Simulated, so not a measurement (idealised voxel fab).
Herein follows the process module entitled voxel capacitor over wiring.
Cross-sectional view cut (width: 270 nm; square cell size: 5 nm).
Just so we're on the same page, the cross-sections are grids of square cells, and they're listed out in bands top to bottom, each band one or more rows deep. The band entry comprises the height of the band's top followed by the height of its bottom, expressed in nm, and subsequently the band's materials from left to right, each stated together with its width in nm. Where a single material is marked with the word "everywhere", that material fills the band from edge to edge. The word "blank" represents empty space. Height datum 0, below which the as-received substrate wafer is one material. Lowest band open at the bottom, running downward: "0 and below". Think of "30..40" as a width that walks from the first number to the second as you go down the band, top row to bottom row, taking equal-sized steps from row to row. Take "same as before" at face value: in the step it is given for, the cross-section changed in none of its cells. Empty spaces counting at least 8 cells and having no open way to the top are listed in "Sealed internal voids". The notation width x height at distance is used for each, the distance being from the left edge and all three values in nm. Whatever follows a step's settings on its line is a remark the simulator itself makes about that step. overlay nm: on a step with a mask, how far right of its planned place the mask lay; negative means left.
# The process steps that were planned are listed below
1: RECEIVE | material Si
2: CONFORMAL_DEP | material SiO2 | thk nm 10
3: CONFORMAL_DEP | material SiN | thk nm 5
4: DIRECTIONAL_DEP | material SiO2 | thk nm 20
5: DIRECTIONAL_DEP | material aC | thk nm 10
6: PATTERN | tone open | mask id METAL_1 | material resist | width nm 25 | pitch nm 90 | thk nm 25 | overlay nm 0
7: DIRECTIONAL_ETCH | etch materials aC | depth nm 10
8: STRIP | etch materials resist
9: DIRECTIONAL_ETCH | etch materials SiO2 | depth nm 20
10: DIRECTIONAL_ETCH | etch materials SiN | depth nm 5
11: STRIP | etch materials aC
12: CONFORMAL_DEP | material TiN | thk nm 5
13: FILL_DEP | material W | thk nm 10
14: CMP | height nm 35
15: CONFORMAL_DEP | material SiCN | thk nm 5
16: DIRECTIONAL_DEP | material lowk | thk nm 15
17: PATTERN | tone open | mask id PLUG_1 | material resist | width nm 15 | thk nm 15 | overlay nm 0
18: DIRECTIONAL_ETCH | etch materials lowk | depth nm 15
19: DIRECTIONAL_ETCH | etch materials SiCN | depth nm 5
20: STRIP | etch materials resist
21: EPI | material Ru | thk nm 10
22: EPI | material Ru | thk nm 10
23: DIRECTIONAL_DEP | material TiN | thk nm 10
24: DIRECTIONAL_DEP | material HfO2 | thk nm 5
25: DIRECTIONAL_DEP | material TiN | thk nm 5
26: PATTERN | tone cover | mask id UPPER_PLATE | material resist | width nm 70 | thk nm 15 | overlay nm 0
27: DIRECTIONAL_ETCH | etch materials TiN | depth nm 5
28: DIRECTIONAL_ETCH | etch materials HfO2 | depth nm 5
29: STRIP | etch materials resist
30: MASKED_ETCH | tone cover | mask id LOWER_PLATE | width nm 80 | etch materials TiN | depth nm 10 | overlay nm 0
31: FILL_DEP | material SiO2 | thk nm 20
32: CMP | height nm 90
33: MASKED_ETCH | tone open | mask id PLUG_2 | width nm 15 | etch materials SiO2 | depth nm 15 | overlay nm 0
34: CONFORMAL_DEP | material TiN | thk nm 5
35: FILL_DEP | material W | thk nm 5
36: CMP | height nm 90
37: CONFORMAL_DEP | material SiN | thk nm 5
# The following pertains to the first of two wafers, which was processed as planned
# Cross-section of the wafer at receipt, which is the condition after step 1
> 0 and below | Si everywhere
> Sealed internal voids: none
# After step 2, in cross-section
> 10 down to 0 | SiO2 everywhere
> below 0: unchanged
# After step 3, in cross-section
> 15 down to 10 | SiN everywhere
> below 10: unchanged
# After step 4, in cross-section
> 35 down to 15 | SiO2 everywhere
> below 15: unchanged
# After step 5, in cross-section
> 45 down to 35 | aC everywhere
> below 35: unchanged
# After step 6, in cross-section
> 70 down to 45 | resist=75 | blank=25 | resist=65 | blank=25 | resist=80
> below 45: unchanged
# After step 7, in cross-section
> 60 down to 45 | resist=75 | blank=25 | resist=65 | blank=25 | resist=80
> 45 down to 35 | aC=75 | blank=25 | aC=65 | blank=25 | aC=80
> below 35: unchanged
# After step 8, in cross-section
> 45 down to 35 | aC=75 | blank=25 | aC=65 | blank=25 | aC=80
> below 35: unchanged
# After step 9, in cross-section
> 45 down to 35 | aC=75 | blank=25 | aC=65 | blank=25 | aC=80
> 35 down to 15 | SiO2=75 | blank=25 | SiO2=65 | blank=25 | SiO2=80
> below 15: unchanged
# After step 10, in cross-section
> 45 down to 35 | aC=75 | blank=25 | aC=65 | blank=25 | aC=80
> 35 down to 15 | SiO2=75 | blank=25 | SiO2=65 | blank=25 | SiO2=80
> 15 down to 10 | SiN=75 | blank=25 | SiN=65 | blank=25 | SiN=80
> below 10: unchanged
# After step 11, in cross-section
> 35 down to 15 | SiO2=75 | blank=25 | SiO2=65 | blank=25 | SiO2=80
> below 15: unchanged
# After step 12, in cross-section
> 40 down to 35 | TiN=80 | blank=15 | TiN=75 | blank=15 | TiN=85
> 35 down to 15 | SiO2=75 | TiN=5 | blank=15 | TiN=5 | SiO2=65 | TiN=5 | blank=15 | TiN=5 | SiO2=80
> 15 down to 10 | SiN=75 | TiN=25 | SiN=65 | TiN=25 | SiN=80
> below 10: unchanged
# After step 13, in cross-section
> 50 down to 40 | W everywhere
> 40 down to 35 | TiN=80 | W=15 | TiN=75 | W=15 | TiN=85
> 35 down to 15 | SiO2=75 | TiN=5 | W=15 | TiN=5 | SiO2=65 | TiN=5 | W=15 | TiN=5 | SiO2=80
> below 15: unchanged
# After step 14, in cross-section
> 35 down to 15 | SiO2=75 | TiN=5 | W=15 | TiN=5 | SiO2=65 | TiN=5 | W=15 | TiN=5 | SiO2=80
> below 15: unchanged
# After step 15, in cross-section
> 40 down to 35 | SiCN everywhere
> below 35: unchanged
# After step 16, in cross-section
> 55 down to 40 | lowk everywhere
> below 40: unchanged
# After step 17, in cross-section
> 70 down to 55 | resist=85 | blank=15 | resist=170
> below 55: unchanged
# After step 18, in cross-section
> 70 down to 55 | resist=85 | blank=15 | resist=170
> 55 down to 40 | lowk=85 | blank=15 | lowk=170
> below 40: unchanged
# After step 19, in cross-section
> 70 down to 55 | resist=85 | blank=15 | resist=170
> 55 down to 40 | lowk=85 | blank=15 | lowk=170
> 40 down to 35 | SiCN=85 | blank=15 | SiCN=170
> below 35: unchanged
# After step 20, in cross-section
> 55 down to 40 | lowk=85 | blank=15 | lowk=170
> below 40: unchanged
# After step 21, in cross-section
> 55 down to 45 | lowk=85 | blank=15 | lowk=170
> 45 down to 40 | lowk=85 | Ru=15 | lowk=170
> 40 down to 35 | SiCN=85 | Ru=15 | SiCN=170
> below 35: unchanged
# After step 22, in cross-section
> 55 down to 40 | lowk=85 | Ru=15 | lowk=170
> below 40: unchanged
# After step 23, in cross-section
> 65 down to 55 | TiN everywhere
> below 55: unchanged
# After step 24, in cross-section
> 70 down to 65 | HfO2 everywhere
> below 65: unchanged
# After step 25, in cross-section
> 75 down to 70 | TiN everywhere
> below 70: unchanged
# After step 26, in cross-section
> 90 down to 75 | blank=85 | resist=70 | blank=115
> below 75: unchanged
# After step 27, in cross-section
> 90 down to 75 | blank=85 | resist=70 | blank=115
> 75 down to 70 | blank=85 | TiN=70 | blank=115
> below 70: unchanged
# After step 28, in cross-section
> 90 down to 75 | blank=85 | resist=70 | blank=115
> 75 down to 70 | blank=85 | TiN=70 | blank=115
> 70 down to 65 | blank=85 | HfO2=70 | blank=115
> below 65: unchanged
# After step 29, in cross-section
> 75 down to 70 | blank=85 | TiN=70 | blank=115
> below 70: unchanged
# After step 30, in cross-section
> 75 down to 70 | blank=85 | TiN=70 | blank=115
> 70 down to 65 | blank=85 | HfO2=70 | blank=115
> 65 down to 55 | blank=80 | TiN=80 | blank=110
> below 55: unchanged
# After step 31, in cross-section
> 95 down to 75 | SiO2 everywhere
> 75 down to 70 | SiO2=85 | TiN=70 | SiO2=115
> 70 down to 65 | SiO2=85 | HfO2=70 | SiO2=115
> 65 down to 55 | SiO2=80 | TiN=80 | SiO2=110
> below 55: unchanged
# After step 32, in cross-section
> 90 down to 75 | SiO2 everywhere
> below 75: unchanged
# After step 33, in cross-section
> 90 down to 75 | SiO2=95 | blank=15 | SiO2=160
> below 75: unchanged
# After step 34, in cross-section
> 95 down to 90 | TiN=100 | blank=5 | TiN=165
> 90 down to 80 | SiO2=95 | TiN=5 | blank=5 | TiN=5 | SiO2=160
> 80 down to 70 | SiO2=95..85 | TiN=15..70 | SiO2=160..115
> below 70: unchanged
# After step 35, in cross-section
> 100 down to 95 | W everywhere
> 95 down to 90 | TiN=100 | W=5 | TiN=165
> 90 down to 80 | SiO2=95 | TiN=5 | W=5 | TiN=5 | SiO2=160
> below 80: unchanged
# After step 36, in cross-section
> 90 down to 80 | SiO2=95 | TiN=5 | W=5 | TiN=5 | SiO2=160
> below 80: unchanged
# After step 37, in cross-section
> 95 down to 90 | SiN everywhere
> below 90: unchanged
# Wafer two. Same start, same plan, one slip in execution. Same as wafer one through step 34, inclusive
# Second wafer at the planned finish of step 35, seen in cross-section
> 100 down to 95 | lowk everywhere
> 95 down to 90 | TiN=100 | lowk=5 | TiN=165
> 90 down to 80 | SiO2=95 | TiN=5 | lowk=5 | TiN=5 | SiO2=160
> below 80: unchanged
# Second wafer at the planned finish of step 36, seen in cross-section
> 90 down to 80 | SiO2=95 | TiN=5 | lowk=5 | TiN=5 | SiO2=160
> below 80: unchanged
# Second wafer at the planned finish of step 37, seen in cross-section
> 95 down to 90 | SiN everywhere
> below 90: unchanged
Diagnosis: contrary to plan, step 35 was performed as FILL_DEP | material lowk | thk nm 5
Per the end-of-run cell counts, the second wafer holds more or fewer of some materials than the first: W -2 | lowk +2
